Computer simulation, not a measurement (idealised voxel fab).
Process module name: voxel transistor to metal
Xsec cut, 160 nm wide, square cell size 5 nm.
Cross-section, as written here: a square-cell grid given band by band from the top down, where a band holds one or more rows of cells.
Quick guide to a band line: top height, bottom height (nm) up front; then every material left to right with its width in nm. Only one material and it's marked "edge to edge"? Then it fills the band edge to edge. And "blank" just means empty space.
Heights are reckoned from 0. Under this level, the received wafer is all of one material. The bottommost band is open-ended downward, for example "top 0, no bottom".
The expression "30..40" gives the width at the extremes of the band, the first number at its top row of cells and the second at its bottom row, with the width changing by equal amounts from each row to the next in between.
When a step is marked "nothing different", none of the cells in the cross-section changed during that step.
"Catalogued sealed voids" specifies each empty space that is not open to the top and that occupies no fewer than 8 cells, using the form width x height at distance, the distance measured from the left edge and all three quantities in nm.
Text after the settings on a step's line: the simulator's own remark on that step.
"overlay nm" on a masked step: distance the mask lay right of its planned place, negative for left.

[Here's what the planned process steps look like]
1,RECEIVE,material Si
2,OXIDIZE,depth nm 5
3,CONFORMAL_DEP,material SiN,thk nm 15
4,DIRECTIONAL_DEP,material aC,thk nm 10
5,PATTERN,tone cover,mask id ACTIVE,material resist,width nm 125,thk nm 30,overlay nm 0
6,DIRECTIONAL_ETCH,etch materials aC,depth nm 10
7,STRIP,etch materials resist
8,DIRECTIONAL_ETCH,etch materials SiN,depth nm 15
9,DIRECTIONAL_ETCH,etch materials SiO2,depth nm 5
10,DIRECTIONAL_ETCH,etch materials Si,depth nm 30
11,STRIP,etch materials aC
12,OXIDIZE,depth nm 5
13,FILL_DEP,material SiO2,thk nm 15
14,CMP,height nm 15
15,SELECTIVE_ETCH,etch materials SiO2,depth nm 10
16,STRIP,etch materials SiN
17,SELECTIVE_ETCH,etch materials SiO2,depth nm 5
18,OXIDIZE,depth nm 5
19,DIRECTIONAL_DEP,material polySi,thk nm 20
20,DIRECTIONAL_DEP,material SiCN,thk nm 10
21,DIRECTIONAL_DEP,material aC,thk nm 10
22,PATTERN,tone cover,mask id GATE,material resist,width nm 25,thk nm 30,overlay nm 0
23,DIRECTIONAL_ETCH,etch materials aC,depth nm 10
24,STRIP,etch materials resist
25,DIRECTIONAL_ETCH,etch materials SiCN,depth nm 20
26,DIRECTIONAL_ETCH,etch materials polySi,depth nm 30
27,STRIP,etch materials aC
28,CONFORMAL_DEP,material SiO2,thk nm 5
29,DIRECTIONAL_ETCH,etch materials SiO2,depth nm 5
30,CONFORMAL_DEP,material SiN,thk nm 5
31,DIRECTIONAL_ETCH,etch materials SiN,depth nm 5
32,DIRECTIONAL_ETCH,etch materials SiO2,depth nm 5
33,DIRECTIONAL_ETCH,etch materials Si,depth nm 5
34,EPI,material nSi,thk nm 5
35,FILL_DEP,material SiO2,thk nm 10
36,CMP,height nm 25
37,DIRECTIONAL_DEP,material SiO2,thk nm 15
38,MASKED_ETCH,tone open,mask id CONTACT,width nm 20,pitch nm 85,etch materials SiO2,depth nm 50,overlay nm 0
39,CONFORMAL_DEP,material TiN,thk nm 5
40,FILL_DEP,material Ru,thk nm 5
41,CMP,height nm 40
42,DIRECTIONAL_DEP,material TiN,thk nm 5
43,DIRECTIONAL_DEP,material Ru,thk nm 20
44,PATTERN,tone cover,mask id METAL_1,material resist,width nm 20,pitch nm 85,thk nm 20,overlay nm 0
45,DIRECTIONAL_ETCH,etch materials Ru,depth nm 20
46,DIRECTIONAL_ETCH,etch materials TiN,depth nm 5
47,STRIP,etch materials resist
48,CONFORMAL_DEP,material SiN,thk nm 5
49,FILL_DEP,material SiO2,thk nm 10
50,CMP,height nm 65
51,CONFORMAL_DEP,material SiCN,thk nm 5

[as received, after step 1]
  top 0, no bottom: Si edge to edge
  Catalogued sealed voids: none

[Same starting wafer, same plan as above, one mistake in the execution; this is the cross-section at the end of the module]
  top 70, bottom 65: SiCN edge to edge
  top 65, bottom 45: 20 nm SiO2; 5 nm SiN; 20 nm Ru; 5 nm SiN; 55 nm SiO2; 5 nm SiN; 20 nm Ru; 5 nm SiN; 25 nm SiO2
  top 45, bottom 40: 25 nm SiN; 20 nm TiN; 65 nm SiN; 20 nm TiN; 30 nm SiN
  top 40, bottom 30: 20 nm Ru; 5 nm TiN; 20 nm SiO2; 5 nm TiN; 55 nm Ru; 5 nm TiN; 20 nm SiO2; 5 nm TiN; 25 nm Ru
  top 30, bottom 25: 20 nm Ru; 5 nm TiN; 20 nm SiO2; 65 nm TiN; 20 nm SiO2; 5 nm TiN; 25 nm Ru
  top 25, bottom 15: 20 nm Ru; 5 nm TiN; 20 nm SiO2; 10 nm TiN; 5 nm SiN; 5 nm TiN; 25 nm SiCN; 5 nm TiN; 5 nm SiN; 10 nm TiN; 20 nm SiO2; 5 nm TiN; 25 nm Ru
  top 15, bottom 5: 20 nm Ru; 5 nm TiN; 20 nm SiO2; 10 nm TiN; 5 nm SiN; 5 nm TiN; 25 nm polySi; 5 nm TiN; 5 nm SiN; 10 nm TiN; 20 nm SiO2; 5 nm TiN; 25 nm Ru
  top 5, bottom 0: 10 nm Ru; 15 nm TiN; 20 nm SiO2; 10 nm TiN; 5 nm SiN; 5 nm TiN; 25 nm polySi; 5 nm TiN; 5 nm SiN; 10 nm TiN; 20 nm SiO2; 15 nm TiN; 15 nm Ru
  top 0, bottom -5: 10 nm Ru; 5 nm TiN; 5 nm SiN; 5 nm TiN; 20 nm SiO2; 10 nm TiN; 5 nm SiN; 5 nm TiN; 25 nm polySi; 5 nm TiN; 5 nm SiN; 10 nm TiN; 20 nm SiO2; 5 nm TiN; 5 nm SiN; 5 nm TiN; 15 nm Ru
  top -5, bottom -10: 15 nm TiN; 5 nm SiO2; 5 nm TiN; 20 nm SiO2; 5 nm TiN; 5 nm nSi; 5 nm SiO2; 5 nm TiN; 25 nm SiO2; 5 nm TiN; 5 nm SiO2; 5 nm nSi; 5 nm TiN; 20 nm SiO2; 5 nm TiN; 5 nm SiO2; 20 nm TiN
  top -10, bottom -15: 20 nm SiO2; 35 nm nSi; 45 nm Si; 35 nm nSi; 25 nm SiO2
  top -15, bottom -40: 20 nm SiO2; 115 nm Si; 25 nm SiO2
  top -40, no bottom: Si edge to edge
  Catalogued sealed voids: none
The mistake made against the process plan was this: step 38: run off-plan, actual operation and settings MASKED_ETCH,tone cover,mask id CONTACT,width nm 20,pitch nm 85,etch materials SiO2,depth nm 50,overlay nm 0
